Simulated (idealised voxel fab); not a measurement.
process module | voxel transistor to metal
cross-section cut | 175 nm wide | cells 5 nm
A cross-section is a grid of square cells, given in bands from the top down. A band is one or more rows of cells.
Each band's line starts with the height of the band's top and of its bottom, in nm. Then come its materials from left to right, each with its width in nm. One material with "throughout" fills the band from edge to edge. "air" is empty space.
Height 0 is the level under which the wafer as received is all one material. The lowest band goes on downwards, as in "0 down".
A width such as "30 to 40" changes by the same amount from each row of cells to the next, from the band's top row to its bottom row.
"no change" after a step means that no cell of the cross-section changed.
closed voids: empty space of 8 cells or more with no open way to the top, each as width x height at its distance from the left edge, in nm
after a step's settings: what the simulator itself notes on the step
overlay nm, on a step with a mask: how far to the right of its planned place the mask lay; to the left if negative
plan
1 op RECEIVE | material Si
2 op OXIDIZE | depth nm 5
3 op CONFORMAL_DEP | material SiN | thk nm 15
4 op PATTERN | tone cover | mask id ACTIVE | material resist | width nm 105 | thk nm 15 | overlay nm 0
5 op DIRECTIONAL_ETCH | etch materials SiN | depth nm 15
6 op DIRECTIONAL_ETCH | etch materials SiO2 | depth nm 5
7 op DIRECTIONAL_ETCH | etch materials Si | depth nm 30
8 op STRIP | etch materials resist
9 op OXIDIZE | depth nm 5
10 op FILL_DEP | material SiO2 | thk nm 15
11 op CMP | height nm 15
12 op SELECTIVE_ETCH | etch materials SiO2 | depth nm 5
13 op STRIP | etch materials SiN
14 op SELECTIVE_ETCH | etch materials SiO2 | depth nm 5
15 op OXIDIZE | depth nm 5
16 op DIRECTIONAL_DEP | material polySi | thk nm 30
17 op DIRECTIONAL_DEP | material SiCN | thk nm 10
18 op DIRECTIONAL_DEP | material aC | thk nm 10
19 op PATTERN | tone cover | mask id GATE | material resist | width nm 25 | thk nm 30 | overlay nm 0
20 op DIRECTIONAL_ETCH | etch materials aC | depth nm 10
21 op STRIP | etch materials resist
22 op DIRECTIONAL_ETCH | etch materials SiCN | depth nm 20
23 op DIRECTIONAL_ETCH | etch materials polySi | depth nm 40
24 op STRIP | etch materials aC
25 op CONFORMAL_DEP | material SiN | thk nm 10
26 op DIRECTIONAL_ETCH | etch materials SiN | depth nm 10
27 op DIRECTIONAL_ETCH | etch materials SiO2 | depth nm 5
28 op DIRECTIONAL_ETCH | etch materials Si | depth nm 10
29 op EPI | material SiGe | thk nm 10
30 op FILL_DEP | material SiO2 | thk nm 10
31 op CMP | height nm 25
32 op STRIP | etch materials polySi
33 op SELECTIVE_ETCH | etch materials SiO2 | depth nm 5
34 op CONFORMAL_DEP | material HfO2 | thk nm 5
35 op CONFORMAL_DEP | material TiN | thk nm 5
36 op FILL_DEP | material W | thk nm 5
37 op CMP | height nm 20
38 op DIRECTIONAL_DEP | material SiO2 | thk nm 15
39 op MASKED_ETCH | tone open | mask id CONTACT | width nm 20 | pitch nm 75 | etch materials SiO2 | depth nm 45 | overlay nm 0
40 op CONFORMAL_DEP | material TiN | thk nm 5
41 op FILL_DEP | material Ru | thk nm 5
42 op CMP | height nm 35
43 op DIRECTIONAL_DEP | material TiN | thk nm 5
44 op DIRECTIONAL_DEP | material W | thk nm 25
45 op DIRECTIONAL_DEP | material aC | thk nm 15
46 op PATTERN | tone cover | mask id METAL_1 | material resist | width nm 20 | pitch nm 75 | thk nm 35 | overlay nm 0
47 op DIRECTIONAL_ETCH | etch materials aC | depth nm 15
48 op STRIP | etch materials resist
49 op DIRECTIONAL_ETCH | etch materials W | depth nm 25
50 op DIRECTIONAL_ETCH | etch materials TiN | depth nm 5
51 op STRIP | etch materials aC
52 op FILL_DEP | material SiO2 | thk nm 5
53 op CMP | height nm 65
54 op CONFORMAL_DEP | material SiCN | thk nm 5
55 op DIRECTIONAL_DEP | material lowk | thk nm 30
56 op DIRECTIONAL_DEP | material aC | thk nm 15
57 op PATTERN | tone open | mask id METAL_2 | material resist | width nm 20 | pitch nm 75 | thk nm 30 | overlay nm 0
58 op DIRECTIONAL_ETCH | etch materials aC | depth nm 15
59 op STRIP | etch materials resist
60 op DIRECTIONAL_ETCH | etch materials lowk | depth nm 15
61 op STRIP | etch materials aC
62 op DIRECTIONAL_DEP | material aC | thk nm 15
63 op PATTERN | tone open | mask id METAL_2_HOLES | material resist | width nm 15 | pitch nm 75 | thk nm 30 | overlay nm 0
64 op DIRECTIONAL_ETCH | etch materials aC | depth nm 15
65 op STRIP | etch materials resist
66 op DIRECTIONAL_ETCH | etch materials lowk | depth nm 15
67 op DIRECTIONAL_ETCH | etch materials SiCN | depth nm 5
68 op STRIP | etch materials aC
69 op CONFORMAL_DEP | material TiN | thk nm 5
70 op FILL_DEP | material Cu | thk nm 5
71 op CMP | height nm 100
72 op CONFORMAL_DEP | material SiN | thk nm 5
as received, after step 1
  0 down: Si throughout
  closed voids: none
a wafer at the end: this start, this plan, one mistake
  105 to 100: SiN throughout
  100 to 90: lowk 40 | TiN 5 | Cu 10 | TiN 5 | lowk 55 | TiN 5 | Cu 10 | TiN 5 | lowk 40
  90 to 80: lowk 40 | TiN 5 | Cu 5 | TiN 10 to 5 | lowk 55 to 60 | TiN 5 | Cu 5 | TiN 10 to 5 | lowk 40 to 45
  80 to 75: lowk 40 | TiN 15 | lowk 60 | TiN 15 | lowk 45
  75 to 70: lowk throughout
  70 to 65: SiCN throughout
  65 to 40: SiO2 40 | W 20 | SiO2 55 | W 20 | SiO2 40
  40 to 35: SiO2 40 | TiN 20 | SiO2 55 | TiN 20 | SiO2 40
  35 to 20: SiO2 40 | TiN 5 | Ru 10 | TiN 5 | SiO2 55 | TiN 5 | Ru 10 | TiN 5 | SiO2 40
  20 to 5: SiO2 40 | TiN 5 | Ru 10 | TiN 5 | SiO2 5 | SiN 10 | HfO2 5 | TiN 5 | W 5 | TiN 5 | HfO2 5 | SiN 10 | SiO2 5 | TiN 5 | Ru 10 | TiN 5 | SiO2 40
  5 to 0: SiO2 30 | SiN 10 | TiN 5 | Ru 5 | TiN 10 | SiO2 5 | SiN 10 | HfO2 5 | TiN 5 | W 5 | TiN 5 | HfO2 5 | SiN 10 | SiO2 5 | TiN 10 | Ru 5 | TiN 5 | SiN 10 | SiO2 30
  0 to -5: SiO2 30 | SiN 10 | TiN 5 | Ru 5 | TiN 5 | SiGe 10 | SiN 10 | HfO2 5 | TiN 15 | HfO2 5 | SiN 10 | SiGe 10 | TiN 5 | Ru 5 | TiN 5 | SiN 10 | SiO2 30
  -5 to -10: SiO2 40 | TiN 15 | SiGe 10 | SiO2 5 | HfO2 35 | SiO2 5 | SiGe 10 | TiN 15 | SiO2 40
  -10 to -20: SiO2 40 | SiGe 25 | Si 45 | SiGe 25 | SiO2 40
  -20 to -40: SiO2 40 | Si 95 | SiO2 40
  -40 down: Si throughout
  closed voids: none
what went wrong: step 66 ran as: op DIRECTIONAL_ETCH | etch materials lowk | depth nm 10
